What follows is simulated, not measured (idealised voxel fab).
process module | voxel tone inversion
cross-section cut | 205 nm wide | cells 5 nm
A cross-section is a grid of square cells, given in bands from the top down. A band is one or more rows of cells.
Each band's line starts with the height of the band's top and of its bottom, in nm. Then come its materials from left to right, each with its width in nm. One material with "throughout" fills the band from edge to edge. "air" is empty space.
Height 0 is the level under which the wafer as received is all one material. The lowest band goes on downwards, as in "0 down".
A width such as "30 to 40" changes by the same amount from each row of cells to the next, from the band's top row to its bottom row.
"no change" after a step means that no cell of the cross-section changed.
closed voids: empty space of 8 cells or more with no open way to the top, each as width x height at its distance from the left edge, in nm
after a step's settings: what the simulator itself notes on the step
overlay nm, on a step with a mask: how far to the right of its planned place the mask lay; to the left if negative
plan
1 op RECEIVE | material Si
2 op CONFORMAL_DEP | material SiCN | thk nm 5
3 op DIRECTIONAL_DEP | material aC | thk nm 25
4 op PATTERN | tone cover | mask id POSTS | material resist | width nm 25 | pitch nm 40 | thk nm 35 | overlay nm 0
5 op DIRECTIONAL_ETCH | etch materials aC | depth nm 25
6 op STRIP | etch materials resist
7 op FILL_DEP | material lowk | thk nm 10
8 op CMP | height nm 30
9 op STRIP | etch materials aC
10 op CONFORMAL_DEP | material TiN | thk nm 5
11 op FILL_DEP | material Cu | thk nm 5
12 op CMP | height nm 30
13 op CONFORMAL_DEP | material SiN | thk nm 5
first wafer, as planned
as received, after step 1
  0 down: Si throughout
  closed voids: none
after step 2
  5 to 0: SiCN throughout
  below 0: unchanged
after step 3
  30 to 5: aC throughout
  below 5: unchanged
after step 4
  65 to 30: air 30 | resist 25 | air 15 | resist 25 | air 15 | resist 25 | air 15 | resist 25 | air 30
  below 30: unchanged
after step 5
  40 to 30: air 30 | resist 25 | air 15 | resist 25 | air 15 | resist 25 | air 15 | resist 25 | air 30
  30 to 5: air 30 | aC 25 | air 15 | aC 25 | air 15 | aC 25 | air 15 | aC 25 | air 30
  below 5: unchanged
after step 6
  30 to 5: air 30 | aC 25 | air 15 | aC 25 | air 15 | aC 25 | air 15 | aC 25 | air 30
  below 5: unchanged
after step 7
  40 to 30: lowk throughout
  30 to 5: lowk 30 | aC 25 | lowk 15 | aC 25 | lowk 15 | aC 25 | lowk 15 | aC 25 | lowk 30
  below 5: unchanged
after step 8
  30 to 5: lowk 30 | aC 25 | lowk 15 | aC 25 | lowk 15 | aC 25 | lowk 15 | aC 25 | lowk 30
  below 5: unchanged
after step 9
  30 to 5: lowk 30 | air 25 | lowk 15 | air 25 | lowk 15 | air 25 | lowk 15 | air 25 | lowk 30
  below 5: unchanged
after step 10
  35 to 30: TiN 35 | air 15 | TiN 25 | air 15 | TiN 25 | air 15 | TiN 25 | air 15 | TiN 35
  30 to 10: lowk 30 | TiN 5 | air 15 | TiN 5 | lowk 15 | TiN 5 | air 15 | TiN 5 | lowk 15 | TiN 5 | air 15 | TiN 5 | lowk 15 | TiN 5 | air 15 | TiN 5 | lowk 30
  10 to 5: lowk 30 | TiN 25 | lowk 15 | TiN 25 | lowk 15 | TiN 25 | lowk 15 | TiN 25 | lowk 30
  below 5: unchanged
after step 11
  40 to 35: Cu throughout
  35 to 30: TiN 35 | Cu 15 | TiN 25 | Cu 15 | TiN 25 | Cu 15 | TiN 25 | Cu 15 | TiN 35
  30 to 10: lowk 30 | TiN 5 | Cu 15 | TiN 5 | lowk 15 | TiN 5 | Cu 15 | TiN 5 | lowk 15 | TiN 5 | Cu 15 | TiN 5 | lowk 15 | TiN 5 | Cu 15 | TiN 5 | lowk 30
  below 10: unchanged
after step 12
  30 to 10: lowk 30 | TiN 5 | Cu 15 | TiN 5 | lowk 15 | TiN 5 | Cu 15 | TiN 5 | lowk 15 | TiN 5 | Cu 15 | TiN 5 | lowk 15 | TiN 5 | Cu 15 | TiN 5 | lowk 30
  below 10: unchanged
after step 13
  35 to 30: SiN throughout
  below 30: unchanged
second wafer: like start, like plan, one mistake. Through step 5 it matches the first wafer
when step 6 should have ended
  30 to 5: air 30 | aC 25 | air 15 | aC 25 | air 15 | aC 25 | air 15 | aC 25 | air 30
  below 5: unchanged
when step 7 should have ended
  40 to 30: lowk throughout
  30 to 5: lowk 30 | aC 25 | lowk 15 | aC 25 | lowk 15 | aC 25 | lowk 15 | aC 25 | lowk 30
  below 5: unchanged
when step 8 should have ended
  30 to 5: lowk 30 | aC 25 | lowk 15 | aC 25 | lowk 15 | aC 25 | lowk 15 | aC 25 | lowk 30
  below 5: unchanged
when step 9 should have ended
  30 to 5: lowk 30 | air 25 | lowk 15 | air 25 | lowk 15 | air 25 | lowk 15 | air 25 | lowk 30
  below 5: unchanged
when step 10 should have ended
  35 to 30: TiN 35 | air 15 | TiN 25 | air 15 | TiN 25 | air 15 | TiN 25 | air 15 | TiN 35
  30 to 10: lowk 30 | TiN 5 | air 15 | TiN 5 | lowk 15 | TiN 5 | air 15 | TiN 5 | lowk 15 | TiN 5 | air 15 | TiN 5 | lowk 15 | TiN 5 | air 15 | TiN 5 | lowk 30
  10 to 5: lowk 30 | TiN 25 | lowk 15 | TiN 25 | lowk 15 | TiN 25 | lowk 15 | TiN 25 | lowk 30
  below 5: unchanged
when step 11 should have ended
  40 to 35: Cu throughout
  35 to 30: TiN 35 | Cu 15 | TiN 25 | Cu 15 | TiN 25 | Cu 15 | TiN 25 | Cu 15 | TiN 35
  30 to 10: lowk 30 | TiN 5 | Cu 15 | TiN 5 | lowk 15 | TiN 5 | Cu 15 | TiN 5 | lowk 15 | TiN 5 | Cu 15 | TiN 5 | lowk 15 | TiN 5 | Cu 15 | TiN 5 | lowk 30
  below 10: unchanged
when step 12 should have ended
  30 to 10: lowk 30 | TiN 5 | Cu 15 | TiN 5 | lowk 15 | TiN 5 | Cu 15 | TiN 5 | lowk 15 | TiN 5 | Cu 15 | TiN 5 | lowk 15 | TiN 5 | Cu 15 | TiN 5 | lowk 30
  below 10: unchanged
when step 13 should have ended
  35 to 30: SiN throughout
  below 30: unchanged
what went wrong: step 6 was run twice
at the end the two cross-sections are the same: no effect in what this model computes
